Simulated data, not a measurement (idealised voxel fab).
Documented hereafter: the process module known as voxel self aligned vias.
Each square cell in cross-section cut measures 5 nm, and the section as a whole is 170 nm wide.
Throughout this document, each cross-section is represented as a grid of square cells and is presented as a sequence of bands enumerated from the top downward, where a band comprises one or more rows of cells. This entry defines a band. It first specifies the height of the band's top and the height of its bottom in nm, and then specifies the band's materials from left to right, stating each material with its width in nm. The word "everywhere" identifies a single material that fills the band from edge to edge, while the word "air" identifies empty space. Height is counted from the level 0, under which the received wafer is composed throughout of one material. The lowest of the bands is not closed at the bottom but continues downward, in the notation "0 and below". So if you see something like "30->40" for the width, read it as the top row of the band sitting at the first number and the bottom row at the second, with every row in between moving by the same amount as the last. "nothing changed" -> step changed no cross-section cell. Reported under the label "Sealed cavities" are the empty spaces having no open way to the top and comprising 8 cells or more; the notation for each is width x height at distance, in which the distance is measured from the left edge and all three values are in nm. Where a step's line continues beyond its settings, the continuation is a remark by the simulator itself on that step. Steps that use a mask can have "overlay nm" on their line. It says how far the mask sat to the right of where it was meant to be. Negative means to the left.
Process steps - plan:
| 1 | RECEIVE | material Si |
| 2 | CONFORMAL_DEP | material SiO2 | thk nm 15 |
| 3 | CONFORMAL_DEP | material SiCN | thk nm 5 |
| 4 | DIRECTIONAL_DEP | material lowk | thk nm 30 |
| 5 | DIRECTIONAL_DEP | material aC | thk nm 15 |
| 6 | PATTERN | tone open | mask id LINES | material resist | width nm 30 | pitch nm 60 | thk nm 30 | overlay nm 0 |
| 7 | DIRECTIONAL_ETCH | etch materials aC | depth nm 15 |
| 8 | STRIP | etch materials resist |
| 9 | DIRECTIONAL_ETCH | etch materials lowk | depth nm 30 |
| 10 | STRIP | etch materials aC |
| 11 | CONFORMAL_DEP | material TiN | thk nm 5 |
| 12 | FILL_DEP | material Ru | thk nm 5 |
| 13 | CMP | height nm 50 |
| 14 | SELECTIVE_ETCH | etch materials W Ru TiN | depth nm 5 |
| 15 | FILL_DEP | material SiN | thk nm 5 |
| 16 | CMP | height nm 50 |
| 17 | DIRECTIONAL_DEP | material lowk | thk nm 20 |
| 18 | DIRECTIONAL_DEP | material aC | thk nm 10 |
| 19 | PATTERN | tone open | mask id VIAS | material resist | width nm 40 | thk nm 25 | overlay nm 0 |
| 20 | DIRECTIONAL_ETCH | etch materials aC | depth nm 10 |
| 21 | STRIP | etch materials resist |
| 22 | DIRECTIONAL_ETCH | etch materials lowk | depth nm 20 |
| 23 | DIRECTIONAL_ETCH | etch materials SiN | depth nm 5 |
| 24 | STRIP | etch materials aC |
| 25 | CONFORMAL_DEP | material TiN | thk nm 5 |
| 26 | FILL_DEP | material W | thk nm 10 |
| 27 | CMP | height nm 70 |
| 28 | CONFORMAL_DEP | material SiN | thk nm 5 |
First wafer out of two, processed as planned:
Delivered wafer in cross-section: state after step 1:
    0 and below  Si everywhere
    Sealed cavities: none
Wafer xsec, post step 2:
    15 down to 0  SiO2 everywhere
    Everything under 0 stays put, no change at all.
Wafer xsec, post step 3:
    20 down to 15  SiCN everywhere
    Everything under 15 stays put, no change at all.
Wafer xsec, post step 4:
    50 down to 20  lowk everywhere
    Everything under 20 stays put, no change at all.
Wafer xsec, post step 5:
    65 down to 50  aC everywhere
    Everything under 50 stays put, no change at all.
Wafer xsec, post step 6:
    95 down to 65  40 resist, 30 air, 30 resist, 30 air, 40 resist
    Everything under 65 stays put, no change at all.
Wafer xsec, post step 7:
    80 down to 65  40 resist, 30 air, 30 resist, 30 air, 40 resist
    65 down to 50  40 aC, 30 air, 30 aC, 30 air, 40 aC
    Everything under 50 stays put, no change at all.
Wafer xsec, post step 8:
    65 down to 50  40 aC, 30 air, 30 aC, 30 air, 40 aC
    Everything under 50 stays put, no change at all.
Wafer xsec, post step 9:
    65 down to 50  40 aC, 30 air, 30 aC, 30 air, 40 aC
    50 down to 20  40 lowk, 30 air, 30 lowk, 30 air, 40 lowk
    Everything under 20 stays put, no change at all.
Wafer xsec, post step 10:
    50 down to 20  40 lowk, 30 air, 30 lowk, 30 air, 40 lowk
    Everything under 20 stays put, no change at all.
Wafer xsec, post step 11:
    55 down to 50  45 TiN, 20 air, 40 TiN, 20 air, 45 TiN
    50 down to 25  40 lowk, 5 TiN, 20 air, 5 TiN, 30 lowk, 5 TiN, 20 air, 5 TiN, 40 lowk
    25 down to 20  40 lowk, 30 TiN, 30 lowk, 30 TiN, 40 lowk
    Everything under 20 stays put, no change at all.
Wafer xsec, post step 12:
    60 down to 55  Ru everywhere
    55 down to 50  45 TiN, 20 Ru, 40 TiN, 20 Ru, 45 TiN
    50 down to 25  40 lowk, 5 TiN, 20 Ru, 5 TiN, 30 lowk, 5 TiN, 20 Ru, 5 TiN, 40 lowk
    Everything under 25 stays put, no change at all.
Wafer xsec, post step 13:
    50 down to 25  40 lowk, 5 TiN, 20 Ru, 5 TiN, 30 lowk, 5 TiN, 20 Ru, 5 TiN, 40 lowk
    Everything under 25 stays put, no change at all.
Wafer xsec, post step 14:
    50 down to 45  40 lowk, 30 air, 30 lowk, 30 air, 40 lowk
    Everything under 45 stays put, no change at all.
Wafer xsec, post step 15:
    55 down to 50  SiN everywhere
    50 down to 45  40 lowk, 30 SiN, 30 lowk, 30 SiN, 40 lowk
    Everything under 45 stays put, no change at all.
Wafer xsec, post step 16:
    50 down to 45  40 lowk, 30 SiN, 30 lowk, 30 SiN, 40 lowk
    Everything under 45 stays put, no change at all.
Wafer xsec, post step 17:
    70 down to 50  lowk everywhere
    Everything under 50 stays put, no change at all.
Wafer xsec, post step 18:
    80 down to 70  aC everywhere
    Everything under 70 stays put, no change at all.
Wafer xsec, post step 19:
    105 down to 80  35 resist, 40 air, 95 resist
    Everything under 80 stays put, no change at all.
Wafer xsec, post step 20:
    95 down to 80  35 resist, 40 air, 95 resist
    80 down to 70  35 aC, 40 air, 95 aC
    Everything under 70 stays put, no change at all.
Wafer xsec, post step 21:
    80 down to 70  35 aC, 40 air, 95 aC
    Everything under 70 stays put, no change at all.
Wafer xsec, post step 22:
    80 down to 70  35 aC, 40 air, 95 aC
    70 down to 50  35 lowk, 40 air, 95 lowk
    Everything under 50 stays put, no change at all.
Wafer xsec, post step 23:
    80 down to 70  35 aC, 40 air, 95 aC
    70 down to 50  35 lowk, 40 air, 95 lowk
    50 down to 45  40 lowk, 30 air, 30 lowk, 30 SiN, 40 lowk
    Everything under 45 stays put, no change at all.
Wafer xsec, post step 24:
    70 down to 50  35 lowk, 40 air, 95 lowk
    Everything under 50 stays put, no change at all.
Wafer xsec, post step 25:
    75 down to 70  40 TiN, 30 air, 100 TiN
    70 down to 55  35 lowk, 5 TiN, 30 air, 5 TiN, 95 lowk
    55 down to 50  35 lowk, 10 TiN, 20 air, 10 TiN, 95 lowk
    50 down to 45  40 lowk, 30 TiN, 30 lowk, 30 SiN, 40 lowk
    Everything under 45 stays put, no change at all.
Wafer xsec, post step 26:
    85 down to 75  W everywhere
    75 down to 70  40 TiN, 30 W, 100 TiN
    70 down to 55  35 lowk, 5 TiN, 30 W, 5 TiN, 95 lowk
    55 down to 50  35 lowk, 10 TiN, 20 W, 10 TiN, 95 lowk
    Everything under 50 stays put, no change at all.
Wafer xsec, post step 27:
    70 down to 55  35 lowk, 5 TiN, 30 W, 5 TiN, 95 lowk
    Everything under 55 stays put, no change at all.
Wafer xsec, post step 28:
    75 down to 70  SiN everywhere
    Everything under 70 stays put, no change at all.
Notes, second wafer: start = first wafer's, plan = first wafer's, execution had one mistake; history identical to first through step 18:
Second wafer shown in cross-section at the time step 19 was slated to end:
    105 down to 80  30 resist, 40 air, 100 resist
    Everything under 80 stays put, no change at all.
Second wafer shown in cross-section at the time step 20 was slated to end:
    95 down to 80  30 resist, 40 air, 100 resist
    80 down to 70  30 aC, 40 air, 100 aC
    Everything under 70 stays put, no change at all.
Second wafer shown in cross-section at the time step 21 was slated to end:
    80 down to 70  30 aC, 40 air, 100 aC
    Everything under 70 stays put, no change at all.
Second wafer shown in cross-section at the time step 22 was slated to end:
    80 down to 70  30 aC, 40 air, 100 aC
    70 down to 50  30 lowk, 40 air, 100 lowk
    Everything under 50 stays put, no change at all.
Second wafer shown in cross-section at the time step 23 was slated to end:
    80 down to 70  30 aC, 40 air, 100 aC
    70 down to 50  30 lowk, 40 air, 100 lowk
    50 down to 45  40 lowk, 30 air, 30 lowk, 30 SiN, 40 lowk
    Everything under 45 stays put, no change at all.
Second wafer shown in cross-section at the time step 24 was slated to end:
    70 down to 50  30 lowk, 40 air, 100 lowk
    Everything under 50 stays put, no change at all.
Second wafer shown in cross-section at the time step 25 was slated to end:
    75 down to 70  35 TiN, 30 air, 105 TiN
    70 down to 55  30 lowk, 5 TiN, 30 air, 5 TiN, 100 lowk
    55 down to 50  30 lowk, 15 TiN, 20 air, 5 TiN, 100 lowk
    50 down to 45  40 lowk, 30 TiN, 30 lowk, 30 SiN, 40 lowk
    Everything under 45 stays put, no change at all.
Second wafer shown in cross-section at the time step 26 was slated to end:
    85 down to 75  W everywhere
    75 down to 70  35 TiN, 30 W, 105 TiN
    70 down to 55  30 lowk, 5 TiN, 30 W, 5 TiN, 100 lowk
    55 down to 50  30 lowk, 15 TiN, 20 W, 5 TiN, 100 lowk
    Everything under 50 stays put, no change at all.
Second wafer shown in cross-section at the time step 27 was slated to end:
    70 down to 55  30 lowk, 5 TiN, 30 W, 5 TiN, 100 lowk
    Everything under 55 stays put, no change at all.
Second wafer shown in cross-section at the time step 28 was slated to end:
    75 down to 70  SiN everywhere
    Everything under 70 stays put, no change at all.
Processing error: step 19 ran as: PATTERN | tone open | mask id VIAS | material resist | width nm 40 | thk nm 25 | overlay nm -5
By the end, you'd get the same cell count for each material on either wafer, but the second wafer puts them somewhere else.
